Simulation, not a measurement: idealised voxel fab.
The process module that follows is named voxel released beams.
cross-section cut | 185 nm wide | cells 5 nm
When this document writes out a cross-section, it uses a grid of square cells and lists it as bands, beginning at the top and moving down, with a band standing for one or more rows of cells.
Each band's line starts with the height of the band's top and of its bottom, in nm. Then come its materials from left to right, each with its width in nm. One material with "full width" fills the band from edge to edge. "empty" is empty space.
Convention: height 0 is the level below which the wafer, as received, is all one material. The lowest band does not terminate at the bottom but continues downward, represented as "z 0 and below".
With a width like "30..40", each row of cells in the band differs from the next by the same amount, the top row carrying the first number and the bottom row the second.
"stayed the same" for a step: no cell of the cross-section changed in that step.
The entry "Entrapped voids" lists the empty spaces that cover at least 8 cells and have no open path to the top. Each is written as width x height at distance, where the distance is measured from the left edge and all three values are in nm.
Anything after a step's settings on that line? It's the simulator's own note about the step.
A step's line can hold "overlay nm"; with a mask on that step, the setting says how far right of the planned place the mask lay, while a negative setting says it lay to the left.
### Process steps - plan
- 1: RECEIVE, material Si
- 2: CONFORMAL_DEP, material Al2O3, thk nm 10
- 3: DIRECTIONAL_DEP, material SiO2, thk nm 20
- 4: DIRECTIONAL_DEP, material aC, thk nm 10
- 5: PATTERN, tone open, mask id ANCHOR, material resist, width nm 45, thk nm 30, overlay nm 0
- 6: DIRECTIONAL_ETCH, etch materials aC, depth nm 10
- 7: STRIP, etch materials resist
- 8: DIRECTIONAL_ETCH, etch materials SiO2, depth nm 20
- 9: STRIP, etch materials aC
- 10: CONFORMAL_DEP, material polySi, thk nm 15
- 11: MASKED_ETCH, tone cover, mask id BEAM, width nm 110, etch materials polySi, depth nm 15, overlay nm 0
- 12: STRIP, etch materials SiO2
### Incoming wafer in cross-section (state: after step 1)
    z 0 and below | Si full width
    Entrapped voids: none
### Below is the wafer in cross-section after the module was completed. It began from the starting point shown above and followed the plan shown above, except that one mistake was made while running it
    z 45 to 30 | empty 35; polySi 65; empty 85
    z 30 to 25 | empty 25; polySi 15; SiO2 45; polySi 15; empty 85
    z 25 to 10 | empty 25; polySi 15; SiO2 45; polySi 60; empty 40
    z 10 to 0 | Al2O3 full width
    z 0 and below | Si full width
    Entrapped voids: none
Want to know what went wrong? step 5 ran as: PATTERN, tone cover, mask id ANCHOR, material resist, width nm 45, thk nm 30, overlay nm 0
